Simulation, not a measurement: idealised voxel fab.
The document below concerns the process module designated voxel plated lines.
Each square cell in cross-section cut measures 5 nm, and the section as a whole is 260 nm wide.
Cross-section spec: square-cell grid; bands listed top down; each band is one or more rows.
For a band, the entry starts with two heights in nm, that of the top and then that of the bottom, and carries on with the band's materials in order from left to right, each alongside its width in nm; the word "everywhere" beside a single material means it fills the band edge to edge, and "air" means empty space.
We count height from 0. Below that, the starting wafer is all one material. The lowest band never ends at the bottom but goes on down; see "0 down" for how that is written.
Width spec "30..40" -> top row of cells at first value, bottom row at second value, equal per-row change in between.
Step marked "all unchanged"? Then no cell in the cross-section changed in it.
Listed in "Entrapped void list": every empty space of 8 or more cells without an open way to the top. Form: width x height at distance, the distance being from the left edge, all in nm.
Anything after a step's settings on that line? It's the simulator's own note about the step.
"overlay nm", when on a step's line for a step with a mask, measures how far to the right of its planned place the mask lay; a negative measure means to the left.

Steps in the process plan:
1 RECEIVE with material Si
2 CONFORMAL_DEP with material SiO2, thk nm 15
3 DIRECTIONAL_DEP with material TiN, thk nm 5
4 PATTERN with tone open, mask id LINES, material resist, width nm 20, pitch nm 45, thk nm 25, overlay nm 0
5 EPI with material Ru, thk nm 10
6 EPI with material Ru, thk nm 5
7 STRIP with etch materials resist
8 DIRECTIONAL_ETCH with etch materials TiN, depth nm 5
9 CONFORMAL_DEP with material SiCN, thk nm 10

Account of the first of two wafers, which was processed as intended:

Wafer at receipt (post step 1), cross-section:
  0 down | Si everywhere
  Entrapped void list: none

Cross-section: wafer state after step 2:
  15 to 0 | SiO2 everywhere
  below 0: unchanged

Cross-section: wafer state after step 3:
  20 to 15 | TiN everywhere
  below 15: unchanged

Cross-section: wafer state after step 4:
  45 to 20 | 95 of resist, 20 of air, 25 of resist, 20 of air, 100 of resist
  below 20: unchanged

Cross-section: wafer state after step 5:
  45 to 30 | 95 of resist, 20 of air, 25 of resist, 20 of air, 100 of resist
  30 to 20 | 95 of resist, 20 of Ru, 25 of resist, 20 of Ru, 100 of resist
  below 20: unchanged

Cross-section: wafer state after step 6:
  45 to 35 | 95 of resist, 20 of air, 25 of resist, 20 of air, 100 of resist
  35 to 20 | 95 of resist, 20 of Ru, 25 of resist, 20 of Ru, 100 of resist
  below 20: unchanged

Cross-section: wafer state after step 7:
  35 to 20 | 95 of air, 20 of Ru, 25 of air, 20 of Ru, 100 of air
  below 20: unchanged

Cross-section: wafer state after step 8:
  35 to 20 | 95 of air, 20 of Ru, 25 of air, 20 of Ru, 100 of air
  20 to 15 | 95 of air, 20 of TiN, 25 of air, 20 of TiN, 100 of air
  below 15: unchanged

Cross-section: wafer state after step 9:
  45 to 35 | 85 of air, 40 of SiCN, 5 of air, 40 of SiCN, 90 of air
  35 to 25 | 85 of air, 10 of SiCN, 20 of Ru, 10 of SiCN, 5 of air, 10 of SiCN, 20 of Ru, 10 of SiCN, 90 of air
  25 to 20 | 95 of SiCN, 20 of Ru, 25 of SiCN, 20 of Ru, 100 of SiCN
  20 to 15 | 95 of SiCN, 20 of TiN, 25 of SiCN, 20 of TiN, 100 of SiCN
  below 15: unchanged

Second wafer, same starting conditions and recipe as the first, one mistake in executing it, nothing differs from the first up to and including step 3:

Second wafer profile in section, at the moment step 4 of the plan was meant to be complete:
  45 to 20 | 95 of air, 20 of resist, 25 of air, 20 of resist, 100 of air
  below 20: unchanged

Second wafer profile in section, at the moment step 5 of the plan was meant to be complete:
  45 to 30 | 95 of air, 20 of resist, 25 of air, 20 of resist, 100 of air
  30 to 20 | 95 of Ru, 20 of resist, 25 of Ru, 20 of resist, 100 of Ru
  below 20: unchanged

Second wafer profile in section, at the moment step 6 of the plan was meant to be complete:
  45 to 35 | 95 of air, 20 of resist, 25 of air, 20 of resist, 100 of air
  35 to 20 | 95 of Ru, 20 of resist, 25 of Ru, 20 of resist, 100 of Ru
  below 20: unchanged

Second wafer profile in section, at the moment step 7 of the plan was meant to be complete:
  35 to 20 | 95 of Ru, 20 of air, 25 of Ru, 20 of air, 100 of Ru
  below 20: unchanged

Second wafer profile in section, at the moment step 8 of the plan was meant to be complete:
  35 to 20 | 95 of Ru, 20 of air, 25 of Ru, 20 of air, 100 of Ru
  20 to 15 | 95 of TiN, 20 of air, 25 of TiN, 20 of air, 100 of TiN
  below 15: unchanged

Second wafer profile in section, at the moment step 9 of the plan was meant to be complete:
  45 to 35 | SiCN everywhere
  35 to 20 | 95 of Ru, 20 of SiCN, 25 of Ru, 20 of SiCN, 100 of Ru
  20 to 15 | 95 of TiN, 20 of SiCN, 25 of TiN, 20 of SiCN, 100 of TiN
  below 15: unchanged
what went wrong: step 4 went in with a setting other than planned; the actual run was PATTERN with tone cover, mask id LINES, material resist, width nm 20, pitch nm 45, thk nm 25, overlay nm 0
Wrapping up, a cell-based count of both wafers puts the second over or under the first for these materials: 108 more of Ru | 36 more of TiN
